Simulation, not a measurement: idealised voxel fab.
Herein follows the process module entitled voxel self aligned vias.
Pictured: cross-section cut, 295 nm wide, on a grid of 5 nm square cells.
A cross-section in this document is a grid of square cells, and it is written down as bands, the top band listed before the ones below it; a band is made up of one or more rows of cells. For a band, the entry starts with two heights in nm, that of the top and then that of the bottom, and carries on with the band's materials in order from left to right, each alongside its width in nm; the word "everywhere" beside a single material means it fills the band edge to edge, and "air" means empty space. Zero point of the height axis is 0; under it, received wafer = one material. Lowest band: continues down indefinitely, "z 0 and below". Top row gets the first number, bottom row gets the second, and each row in between changes by the same step: that is how a band width like "30..40" works. The designation "no change occurred", where it is given for a processing step, indicates that no cell of the cross-section was altered in the course of that step. So "Closed void inventory" is basically the list of trapped voids: any empty space of 8 cells or more that can't reach the top through an opening. They're written width x height at distance, the distance being from the left edge, and it's all nm. Whatever follows a step's settings on its line is a remark the simulator itself makes about that step. "overlay nm" on a masked step: distance the mask lay right of its planned place, negative for left.

-- Process steps (planned)
- 1: RECEIVE, material Si
- 2: CONFORMAL_DEP, material SiO2, thk nm 10
- 3: CONFORMAL_DEP, material SiCN, thk nm 5
- 4: DIRECTIONAL_DEP, material SiO2, thk nm 25
- 5: DIRECTIONAL_DEP, material aC, thk nm 15
- 6: PATTERN, tone open, mask id LINES, material resist, width nm 20, pitch nm 55, thk nm 30, overlay nm 0
- 7: DIRECTIONAL_ETCH, etch materials aC, depth nm 15
- 8: STRIP, etch materials resist
- 9: DIRECTIONAL_ETCH, etch materials SiO2, depth nm 25
- 10: STRIP, etch materials aC
- 11: CONFORMAL_DEP, material TiN, thk nm 5
- 12: FILL_DEP, material W, thk nm 10
- 13: CMP, height nm 40
- 14: SELECTIVE_ETCH, etch materials W Ru TiN, depth nm 5
- 15: FILL_DEP, material SiN, thk nm 5
- 16: CMP, height nm 40
- 17: DIRECTIONAL_DEP, material SiO2, thk nm 20
- 18: MASKED_ETCH, tone open, mask id VIAS, width nm 30, pitch nm 55, etch materials SiO2, depth nm 20, overlay nm 0
- 19: MASKED_ETCH, tone open, mask id VIAS, width nm 30, pitch nm 55, etch materials SiN, depth nm 5, overlay nm 0
- 20: CONFORMAL_DEP, material TiN, thk nm 5
- 21: FILL_DEP, material Ru, thk nm 10
- 22: CMP, height nm 60
- 23: CONFORMAL_DEP, material SiN, thk nm 5

-- Cross-section, incoming material, after step 1
z 0 and below | Si everywhere
Closed void inventory: none

-- Cross-sectional view of the first of the two wafers upon completion of the module, processed in accordance with the plan
z 65 to 60 | SiN everywhere
z 60 to 45 | SiO2: 75; TiN: 5; Ru: 20; TiN: 5; SiO2: 25; TiN: 5; Ru: 20; TiN: 5; SiO2: 25; TiN: 5; Ru: 20; TiN: 5; SiO2: 80
z 45 to 40 | SiO2: 75; TiN: 10; Ru: 10; TiN: 10; SiO2: 25; TiN: 10; Ru: 10; TiN: 10; SiO2: 25; TiN: 10; Ru: 10; TiN: 10; SiO2: 80
z 40 to 35 | SiO2: 80; TiN: 20; SiO2: 35; TiN: 20; SiO2: 35; TiN: 20; SiO2: 85
z 35 to 20 | SiO2: 80; TiN: 5; W: 10; TiN: 5; SiO2: 35; TiN: 5; W: 10; TiN: 5; SiO2: 35; TiN: 5; W: 10; TiN: 5; SiO2: 85
z 20 to 15 | SiO2: 80; TiN: 20; SiO2: 35; TiN: 20; SiO2: 35; TiN: 20; SiO2: 85
z 15 to 10 | SiCN everywhere
z 10 to 0 | SiO2 everywhere
z 0 and below | Si everywhere
Closed void inventory: none

-- Module end: cross-section of wafer two of two. Same start and process plan as the first wafer. One mistake during execution
z 65 to 60 | SiN everywhere
z 60 to 45 | SiO2: 75; aC: 5; Ru: 20; aC: 5; SiO2: 25; aC: 5; Ru: 20; aC: 5; SiO2: 25; aC: 5; Ru: 20; aC: 5; SiO2: 80
z 45 to 40 | SiO2: 75; aC: 10; Ru: 10; aC: 10; SiO2: 25; aC: 10; Ru: 10; aC: 10; SiO2: 25; aC: 10; Ru: 10; aC: 10; SiO2: 80
z 40 to 35 | SiO2: 80; aC: 20; SiO2: 35; aC: 20; SiO2: 35; aC: 20; SiO2: 85
z 35 to 20 | SiO2: 80; TiN: 5; W: 10; TiN: 5; SiO2: 35; TiN: 5; W: 10; TiN: 5; SiO2: 35; TiN: 5; W: 10; TiN: 5; SiO2: 85
z 20 to 15 | SiO2: 80; TiN: 20; SiO2: 35; TiN: 20; SiO2: 35; TiN: 20; SiO2: 85
z 15 to 10 | SiCN everywhere
z 10 to 0 | SiO2 everywhere
z 0 and below | Si everywhere
Closed void inventory: none
Misprocessing identified: rather than as planned, step 20 actually ran as CONFORMAL_DEP, material aC, thk nm 5
FYI, end of process, the second wafer has more or fewer cells of some materials than the first: -42 TiN | +42 aC
